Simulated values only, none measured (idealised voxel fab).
process module | voxel released beams
cross-section cut | 300 nm wide | cells 5 nm
A cross-section is a grid of square cells, given in bands from the top down. A band is one or more rows of cells.
Each band's line starts with the height of the band's top and of its bottom, in nm. Then come its materials from left to right, each with its width in nm. One material with "throughout" fills the band from edge to edge. "air" is empty space.
Height 0 is the level under which the wafer as received is all one material. The lowest band goes on downwards, as in "0 down".
A width such as "30 to 40" changes by the same amount from each row of cells to the next, from the band's top row to its bottom row.
"no change" after a step means that no cell of the cross-section changed.
closed voids: empty space of 8 cells or more with no open way to the top, each as width x height at its distance from the left edge, in nm
after a step's settings: what the simulator itself notes on the step
overlay nm, on a step with a mask: how far to the right of its planned place the mask lay; to the left if negative
plan
1 op RECEIVE | material Si
2 op CONFORMAL_DEP | material SiN | thk nm 5
3 op DIRECTIONAL_DEP | material SiO2 | thk nm 10
4 op DIRECTIONAL_DEP | material aC | thk nm 10
5 op PATTERN | tone open | mask id ANCHOR | material resist | width nm 40 | thk nm 25 | overlay nm 0
6 op DIRECTIONAL_ETCH | etch materials aC | depth nm 10
7 op STRIP | etch materials resist
8 op DIRECTIONAL_ETCH | etch materials SiO2 | depth nm 10
9 op STRIP | etch materials aC
10 op CONFORMAL_DEP | material W | thk nm 15
11 op DIRECTIONAL_DEP | material aC | thk nm 15
12 op PATTERN | tone cover | mask id BEAM | material resist | width nm 90 | thk nm 30 | overlay nm 0
13 op DIRECTIONAL_ETCH | etch materials aC | depth nm 15
14 op STRIP | etch materials resist
15 op DIRECTIONAL_ETCH | etch materials W | depth nm 15
16 op STRIP | etch materials aC
17 op STRIP | etch materials SiO2
as received, after step 1
  0 down: Si throughout
  closed voids: none
first wafer at the end, as planned
  30 to 20: air 100 | W 20 | air 10 | W 60 | air 110
  20 to 15: air 100 | W 90 | air 110
  15 to 5: air 105 | W 40 | air 155
  5 to 0: SiN throughout
  0 down: Si throughout
  closed voids: none
second wafer at the end: like start, like plan, one mistake
  30 to 20: air 100 | W 60 | air 140
  20 to 15: air 100 | W 90 | air 110
  15 to 5: air 90 | W 15 | SiO2 40 | W 45 | air 110
  5 to 0: SiN throughout
  0 down: Si throughout
  closed voids: none
what went wrong: step 5 ran as: op PATTERN | tone cover | mask id ANCHOR | material resist | width nm 40 | thk nm 25 | overlay nm 0
at the end the second wafer has, in cells: 16 more of SiO2
